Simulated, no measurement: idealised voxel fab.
Proc. module: voxel wiring stack
Each square cell in cross-section cut measures 5 nm, and the section as a whole is 260 nm wide.
Bands, listed from the top down, are how a cross-section gets written in this document; the cross-section itself is a grid of square cells, and a band is one or more rows of them.
Heights first: top, then bottom, in nm. Then materials, left to right, each with a width in nm. "throughout" on a single material: fills the band edge to edge. "air": empty space.
Heights are reckoned from 0. Under this level, the received wafer is all of one material. The bottommost band is open-ended downward, for example "from 0 down".
Quick explanation for "30..40": the width changes in equal steps down the rows of cells, from the first number in the band's top row to the second number in its bottom row.
Where the words "remained unchanged" appear for a step, the cross-section shows no cell changed by that step; every cell remained as before.
What "Enclosed void list" gives you is every empty space of 8 cells or more that is cut off from the top. Each appears as width x height at distance, with the distance taken from the left edge and width, height and distance all in nm.
Text after the settings on a step's line: the simulator's own remark on that step.
Each step line may optionally specify "overlay nm", which for a step with a mask gives the rightward distance between the mask's planned place and where it lay, a negative value indicating the leftward direction.
-- The process steps that were planned are listed below
1) RECEIVE (material Si)
2) CONFORMAL_DEP (material SiO2; thk nm 15)
3) DIRECTIONAL_DEP (material TiN; thk nm 5)
4) DIRECTIONAL_DEP (material Ru; thk nm 15)
5) PATTERN (tone cover; mask id METAL_1; material resist; width nm 20; pitch nm 45; thk nm 20; overlay nm 0)
6) DIRECTIONAL_ETCH (etch materials Ru; depth nm 15)
7) DIRECTIONAL_ETCH (etch materials TiN; depth nm 5)
8) STRIP (etch materials resist)
9) CONFORMAL_DEP (material SiN; thk nm 5)
10) FILL_DEP (material SiO2; thk nm 10)
11) CMP (height nm 35)
12) CONFORMAL_DEP (material SiCN; thk nm 5)
13) DIRECTIONAL_DEP (material SiO2; thk nm 30)
14) MASKED_ETCH (tone open; mask id METAL_2_HOLES; width nm 15; pitch nm 45; etch materials SiO2; depth nm 30; overlay nm 0)
15) MASKED_ETCH (tone open; mask id METAL_2; width nm 20; pitch nm 45; etch materials SiO2; depth nm 15; overlay nm 0)
16) MASKED_ETCH (tone open; mask id METAL_2; width nm 20; pitch nm 45; etch materials SiCN; depth nm 5; overlay nm 0)
17) CONFORMAL_DEP (material TiN; thk nm 5)
18) FILL_DEP (material Ru; thk nm 10)
19) CMP (height nm 70)
20) CONFORMAL_DEP (material SiCN; thk nm 5)
-- first wafer, as planned
-- Cross-section of the wafer as it came to us, i.e., already through step 1
- from 0 down: Si throughout
- Enclosed void list: none
-- Cross-section of the wafer after step 2
- from 15 to 0: SiO2 throughout
- Whatever lies below 0 is exactly as it was before.
-- Cross-section of the wafer after step 3
- from 20 to 15: TiN throughout
- Whatever lies below 15 is exactly as it was before.
-- Cross-section of the wafer after step 4
- from 35 to 20: Ru throughout
- Whatever lies below 20 is exactly as it was before.
-- Cross-section of the wafer after step 5
- from 55 to 35: air=50, resist=20, air=25, resist=20, air=25, resist=20, air=25, resist=20, air=55
- Whatever lies below 35 is exactly as it was before.
-- Cross-section of the wafer after step 6
- from 55 to 35: air=50, resist=20, air=25, resist=20, air=25, resist=20, air=25, resist=20, air=55
- from 35 to 20: air=50, Ru=20, air=25, Ru=20, air=25, Ru=20, air=25, Ru=20, air=55
- Whatever lies below 20 is exactly as it was before.
-- Cross-section of the wafer after step 7
- from 55 to 35: air=50, resist=20, air=25, resist=20, air=25, resist=20, air=25, resist=20, air=55
- from 35 to 20: air=50, Ru=20, air=25, Ru=20, air=25, Ru=20, air=25, Ru=20, air=55
- from 20 to 15: air=50, TiN=20, air=25, TiN=20, air=25, TiN=20, air=25, TiN=20, air=55
- Whatever lies below 15 is exactly as it was before.
-- Cross-section of the wafer after step 8
- from 35 to 20: air=50, Ru=20, air=25, Ru=20, air=25, Ru=20, air=25, Ru=20, air=55
- Whatever lies below 20 is exactly as it was before.
-- Cross-section of the wafer after step 9
- from 40 to 35: air=45, SiN=30, air=15, SiN=30, air=15, SiN=30, air=15, SiN=30, air=50
- from 35 to 20: air=45, SiN=5, Ru=20, SiN=5, air=15, SiN=5, Ru=20, SiN=5, air=15, SiN=5, Ru=20, SiN=5, air=15, SiN=5, Ru=20, SiN=5, air=50
- from 20 to 15: SiN=50, TiN=20, SiN=25, TiN=20, SiN=25, TiN=20, SiN=25, TiN=20, SiN=55
- Whatever lies below 15 is exactly as it was before.
-- Cross-section of the wafer after step 10
- from 50 to 40: SiO2 throughout
- from 40 to 35: SiO2=45, SiN=30, SiO2=15, SiN=30, SiO2=15, SiN=30, SiO2=15, SiN=30, SiO2=50
- from 35 to 20: SiO2=45, SiN=5, Ru=20, SiN=5, SiO2=15, SiN=5, Ru=20, SiN=5, SiO2=15, SiN=5, Ru=20, SiN=5, SiO2=15, SiN=5, Ru=20, SiN=5, SiO2=50
- Whatever lies below 20 is exactly as it was before.
-- Cross-section of the wafer after step 11
- from 35 to 20: SiO2=45, SiN=5, Ru=20, SiN=5, SiO2=15, SiN=5, Ru=20, SiN=5, SiO2=15, SiN=5, Ru=20, SiN=5, SiO2=15, SiN=5, Ru=20, SiN=5, SiO2=50
- Whatever lies below 20 is exactly as it was before.
-- Cross-section of the wafer after step 12
- from 40 to 35: SiCN throughout
- Whatever lies below 35 is exactly as it was before.
-- Cross-section of the wafer after step 13
- from 70 to 40: SiO2 throughout
- Whatever lies below 40 is exactly as it was before.
-- Cross-section of the wafer after step 14
- from 70 to 40: SiO2=50, air=15, SiO2=30, air=15, SiO2=30, air=15, SiO2=30, air=15, SiO2=60
- Whatever lies below 40 is exactly as it was before.
-- Cross-section of the wafer after step 15
- from 70 to 55: SiO2=50, air=20, SiO2=25, air=20, SiO2=25, air=20, SiO2=25, air=20, SiO2=55
- Whatever lies below 55 is exactly as it was before.
-- Cross-section of the wafer after step 16
- from 70 to 55: SiO2=50, air=20, SiO2=25, air=20, SiO2=25, air=20, SiO2=25, air=20, SiO2=55
- from 55 to 40: SiO2=50, air=15, SiO2=30, air=15, SiO2=30, air=15, SiO2=30, air=15, SiO2=60
- from 40 to 35: SiCN=50, air=15, SiCN=30, air=15, SiCN=30, air=15, SiCN=30, air=15, SiCN=60
- Whatever lies below 35 is exactly as it was before.
-- Cross-section of the wafer after step 17
- from 75 to 70: TiN=55, air=10, TiN=35, air=10, TiN=35, air=10, TiN=35, air=10, TiN=60
- from 70 to 60: SiO2=50, TiN=5, air=10, TiN=5, SiO2=25, TiN=5, air=10, TiN=5, SiO2=25, TiN=5, air=10, TiN=5, SiO2=25, TiN=5, air=10, TiN=5, SiO2=55
- from 60 to 55: SiO2=50, TiN=5, air=5, TiN=10, SiO2=25, TiN=5, air=5, TiN=10, SiO2=25, TiN=5, air=5, TiN=10, SiO2=25, TiN=5, air=5, TiN=10, SiO2=55
- from 55 to 40: SiO2=50, TiN=5, air=5, TiN=5, SiO2=30, TiN=5, air=5, TiN=5, SiO2=30, TiN=5, air=5, TiN=5, SiO2=30, TiN=5, air=5, TiN=5, SiO2=60
- from 40 to 35: SiCN=50, TiN=15, SiCN=30, TiN=15, SiCN=30, TiN=15, SiCN=30, TiN=15, SiCN=60
- Whatever lies below 35 is exactly as it was before.
-- Cross-section of the wafer after step 18
- from 85 to 75: Ru throughout
- from 75 to 70: TiN=55, Ru=10, TiN=35, Ru=10, TiN=35, Ru=10, TiN=35, Ru=10, TiN=60
- from 70 to 60: SiO2=50, TiN=5, Ru=10, TiN=5, SiO2=25, TiN=5, Ru=10, TiN=5, SiO2=25, TiN=5, Ru=10, TiN=5, SiO2=25, TiN=5, Ru=10, TiN=5, SiO2=55
- from 60 to 55: SiO2=50, TiN=5, Ru=5, TiN=10, SiO2=25, TiN=5, Ru=5, TiN=10, SiO2=25, TiN=5, Ru=5, TiN=10, SiO2=25, TiN=5, Ru=5, TiN=10, SiO2=55
- from 55 to 40: SiO2=50, TiN=5, Ru=5, TiN=5, SiO2=30, TiN=5, Ru=5, TiN=5, SiO2=30, TiN=5, Ru=5, TiN=5, SiO2=30, TiN=5, Ru=5, TiN=5, SiO2=60
- Whatever lies below 40 is exactly as it was before.
-- Cross-section of the wafer after step 19
- from 70 to 60: SiO2=50, TiN=5, Ru=10, TiN=5, SiO2=25, TiN=5, Ru=10, TiN=5, SiO2=25, TiN=5, Ru=10, TiN=5, SiO2=25, TiN=5, Ru=10, TiN=5, SiO2=55
- Whatever lies below 60 is exactly as it was before.
-- Cross-section of the wafer after step 20
- from 75 to 70: SiCN throughout
- Whatever lies below 70 is exactly as it was before.
-- Second wafer: same start and same plan as the first, one execution error; identical to the first through step 11
-- X-section, second wafer, when step 12 was due to finish
- from 40 to 35: SiO2 throughout
- Whatever lies below 35 is exactly as it was before.
-- X-section, second wafer, when step 13 was due to finish
- from 70 to 35: SiO2 throughout
- Whatever lies below 35 is exactly as it was before.
-- X-section, second wafer, when step 14 was due to finish
- from 70 to 40: SiO2=50, air=15, SiO2=30, air=15, SiO2=30, air=15, SiO2=30, air=15, SiO2=60
- Whatever lies below 40 is exactly as it was before.
-- X-section, second wafer, when step 15 was due to finish
- from 70 to 55: SiO2=50, air=20, SiO2=25, air=20, SiO2=25, air=20, SiO2=25, air=20, SiO2=55
- from 55 to 35: SiO2=50, air=15, SiO2=30, air=15, SiO2=30, air=15, SiO2=30, air=15, SiO2=60
- Whatever lies below 35 is exactly as it was before.
X-section, second wafer, when step 16 was due to finish: remained unchanged
-- X-section, second wafer, when step 17 was due to finish
- from 75 to 70: TiN=55, air=10, TiN=35, air=10, TiN=35, air=10, TiN=35, air=10, TiN=60
- from 70 to 60: SiO2=50, TiN=5, air=10, TiN=5, SiO2=25, TiN=5, air=10, TiN=5, SiO2=25, TiN=5, air=10, TiN=5, SiO2=25, TiN=5, air=10, TiN=5, SiO2=55
- from 60 to 55: SiO2=50, TiN=5, air=5, TiN=10, SiO2=25, TiN=5, air=5, TiN=10, SiO2=25, TiN=5, air=5, TiN=10, SiO2=25, TiN=5, air=5, TiN=10, SiO2=55
- from 55 to 40: SiO2=50, TiN=5, air=5, TiN=5, SiO2=30, TiN=5, air=5, TiN=5, SiO2=30, TiN=5, air=5, TiN=5, SiO2=30, TiN=5, air=5, TiN=5, SiO2=60
- from 40 to 35: SiO2=50, TiN=15, SiO2=30, TiN=15, SiO2=30, TiN=15, SiO2=30, TiN=15, SiO2=60
- Whatever lies below 35 is exactly as it was before.
-- X-section, second wafer, when step 18 was due to finish
- from 85 to 75: Ru throughout
- from 75 to 70: TiN=55, Ru=10, TiN=35, Ru=10, TiN=35, Ru=10, TiN=35, Ru=10, TiN=60
- from 70 to 60: SiO2=50, TiN=5, Ru=10, TiN=5, SiO2=25, TiN=5, Ru=10, TiN=5, SiO2=25, TiN=5, Ru=10, TiN=5, SiO2=25, TiN=5, Ru=10, TiN=5, SiO2=55
- from 60 to 55: SiO2=50, TiN=5, Ru=5, TiN=10, SiO2=25, TiN=5, Ru=5, TiN=10, SiO2=25, TiN=5, Ru=5, TiN=10, SiO2=25, TiN=5, Ru=5, TiN=10, SiO2=55
- from 55 to 40: SiO2=50, TiN=5, Ru=5, TiN=5, SiO2=30, TiN=5, Ru=5, TiN=5, SiO2=30, TiN=5, Ru=5, TiN=5, SiO2=30, TiN=5, Ru=5, TiN=5, SiO2=60
- Whatever lies below 40 is exactly as it was before.
-- X-section, second wafer, when step 19 was due to finish
- from 70 to 60: SiO2=50, TiN=5, Ru=10, TiN=5, SiO2=25, TiN=5, Ru=10, TiN=5, SiO2=25, TiN=5, Ru=10, TiN=5, SiO2=25, TiN=5, Ru=10, TiN=5, SiO2=55
- Whatever lies below 60 is exactly as it was before.
-- X-section, second wafer, when step 20 was due to finish
- from 75 to 70: SiCN throughout
- Whatever lies below 70 is exactly as it was before.
Deviation from plan: step 12, actual vs plan mismatch, actual run CONFORMAL_DEP (material SiO2; thk nm 5)
Final cells, second wafer relative to first, materials higher or lower: -40 SiCN; +40 SiO2
